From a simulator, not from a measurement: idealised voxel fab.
process module | voxel tone inversion
cross-section cut | 205 nm wide | cells 5 nm
A cross-section is a grid of square cells, given in bands from the top down. A band is one or more rows of cells.
Each band's line starts with the height of the band's top and of its bottom, in nm. Then come its materials from left to right, each with its width in nm. One material with "throughout" fills the band from edge to edge. "air" is empty space.
Height 0 is the level under which the wafer as received is all one material. The lowest band goes on downwards, as in "0 down".
A width such as "30 to 40" changes by the same amount from each row of cells to the next, from the band's top row to its bottom row.
"no change" after a step means that no cell of the cross-section changed.
closed voids: empty space of 8 cells or more with no open way to the top, each as width x height at its distance from the left edge, in nm
after a step's settings: what the simulator itself notes on the step
overlay nm, on a step with a mask: how far to the right of its planned place the mask lay; to the left if negative
plan
1 op RECEIVE | material Si
2 op CONFORMAL_DEP | material SiN | thk nm 10
3 op DIRECTIONAL_DEP | material polySi | thk nm 15
4 op PATTERN | tone cover | mask id POSTS | material resist | width nm 20 | pitch nm 35 | thk nm 20 | overlay nm -15
5 op DIRECTIONAL_ETCH | etch materials polySi | depth nm 15
6 op STRIP | etch materials resist
7 op FILL_DEP | material SiO2 | thk nm 5
8 op CMP | height nm 25
9 op STRIP | etch materials polySi
10 op CONFORMAL_DEP | material TiN | thk nm 5
11 op FILL_DEP | material W | thk nm 10
12 op CMP | height nm 25
13 op CONFORMAL_DEP | material SiCN | thk nm 5
varied across the wafers: overlay nm of step 4. The plan shows the first wafer's value. All wafers start alike
first wafer as received, after step 1
  0 down: Si throughout
  closed voids: none
first wafer at the end, after step 13
  30 to 25: SiCN throughout
  25 to 15: SiO2 25 | TiN 5 | W 10 | TiN 5 | SiO2 15 | TiN 5 | W 10 | TiN 5 | SiO2 15 | TiN 5 | W 10 | TiN 5 | SiO2 15 | TiN 5 | W 10 | TiN 5 | SiO2 55
  15 to 10: SiO2 25 | TiN 20 | SiO2 15 | TiN 20 | SiO2 15 | TiN 20 | SiO2 15 | TiN 20 | SiO2 55
  10 to 0: SiN throughout
  0 down: Si throughout
  closed voids: none
last wafer at the end
  30 to 25: SiCN throughout
  25 to 15: SiO2 55 | TiN 5 | W 10 | TiN 5 | SiO2 15 | TiN 5 | W 10 | TiN 5 | SiO2 15 | TiN 5 | W 10 | TiN 5 | SiO2 15 | TiN 5 | W 10 | TiN 5 | SiO2 25
  15 to 10: SiO2 55 | TiN 20 | SiO2 15 | TiN 20 | SiO2 15 | TiN 20 | SiO2 15 | TiN 20 | SiO2 25
  10 to 0: SiN throughout
  0 down: Si throughout
  closed voids: none
each wafer at the end: cells of each material gained (+) or lost (-) since it was received, then its closed voids
overlay nm -15 | +41 SiCN | +82 SiN | +75 SiO2 | +32 TiN | +16 W | closed voids: none
overlay nm -10 | +41 SiCN | +82 SiN | +75 SiO2 | +32 TiN | +16 W | closed voids: none
overlay nm -5 | +41 SiCN | +82 SiN | +75 SiO2 | +32 TiN | +16 W | closed voids: none
overlay nm 0 | +41 SiCN | +82 SiN | +75 SiO2 | +32 TiN | +16 W | closed voids: none
overlay nm 5 | +41 SiCN | +82 SiN | +75 SiO2 | +32 TiN | +16 W | closed voids: none
overlay nm 10 | +41 SiCN | +82 SiN | +75 SiO2 | +32 TiN | +16 W | closed voids: none
overlay nm 15 | +41 SiCN | +82 SiN | +75 SiO2 | +32 TiN | +16 W | closed voids: none
